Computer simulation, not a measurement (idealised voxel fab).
process module | voxel fin reveal
cross-section cut | 275 nm wide | cells 5 nm
A cross-section is a grid of square cells, given in bands from the top down. A band is one or more rows of cells.
Each band's line starts with the height of the band's top and of its bottom, in nm. Then come its materials from left to right, each with its width in nm. One material with "throughout" fills the band from edge to edge. "air" is empty space.
Height 0 is the level under which the wafer as received is all one material. The lowest band goes on downwards, as in "0 down".
A width such as "30 to 40" changes by the same amount from each row of cells to the next, from the band's top row to its bottom row.
"no change" after a step means that no cell of the cross-section changed.
closed voids: empty space of 8 cells or more with no open way to the top, each as width x height at its distance from the left edge, in nm
after a step's settings: what the simulator itself notes on the step
overlay nm, on a step with a mask: how far to the right of its planned place the mask lay; to the left if negative
plan
1 op RECEIVE | material Si
2 op CONFORMAL_DEP | material SiN | thk nm 5
3 op DIRECTIONAL_DEP | material aC | thk nm 10
4 op PATTERN | tone cover | mask id FINS | material resist | width nm 15 | pitch nm 35 | thk nm 25 | overlay nm 0
5 op DIRECTIONAL_ETCH | etch materials aC | depth nm 10
6 op STRIP | etch materials resist
7 op DIRECTIONAL_ETCH | etch materials SiN | depth nm 5
8 op DIRECTIONAL_ETCH | etch materials Si | depth nm 35
9 op STRIP | etch materials aC
10 op FILL_DEP | material SiO2 | thk nm 5
11 op CMP | height nm 5
12 op SELECTIVE_ETCH | etch materials SiO2 | depth nm 15
13 op STRIP | etch materials SiN
14 op CONFORMAL_DEP | material SiO2 | thk nm 5
as received, after step 1
  0 down: Si throughout
  closed voids: none
first wafer at the end, as planned
  5 to 0: air 90 | SiO2 25 | air 10 | SiO2 25 | air 10 | SiO2 25 | air 90
  0 to -5: air 90 | SiO2 5 | Si 15 | SiO2 5 | air 10 | SiO2 5 | Si 15 | SiO2 5 | air 10 | SiO2 5 | Si 15 | SiO2 5 | air 90
  -5 to -35: SiO2 95 | Si 15 | SiO2 20 | Si 15 | SiO2 20 | Si 15 | SiO2 95
  -35 down: Si throughout
  closed voids: none
second wafer at the end: like start, like plan, one mistake
  5 to 0: air 90 | SiO2 30 | air 5 | SiO2 30 | air 5 | SiO2 30 | air 85
  0 to -5: air 90 | SiO2 5 | Si 20 | SiO2 5 | air 5 | SiO2 5 | Si 20 | SiO2 5 | air 5 | SiO2 5 | Si 20 | SiO2 5 | air 85
  -5 to -35: SiO2 95 | Si 20 | SiO2 15 | Si 20 | SiO2 15 | Si 20 | SiO2 90
  -35 down: Si throughout
  closed voids: none
what went wrong: step 4 ran as: op PATTERN | tone cover | mask id FINS | material resist | width nm 20 | pitch nm 35 | thk nm 25 | overlay nm 0
at the end the second wafer has, in cells: 21 more of Si | 15 fewer of SiO2
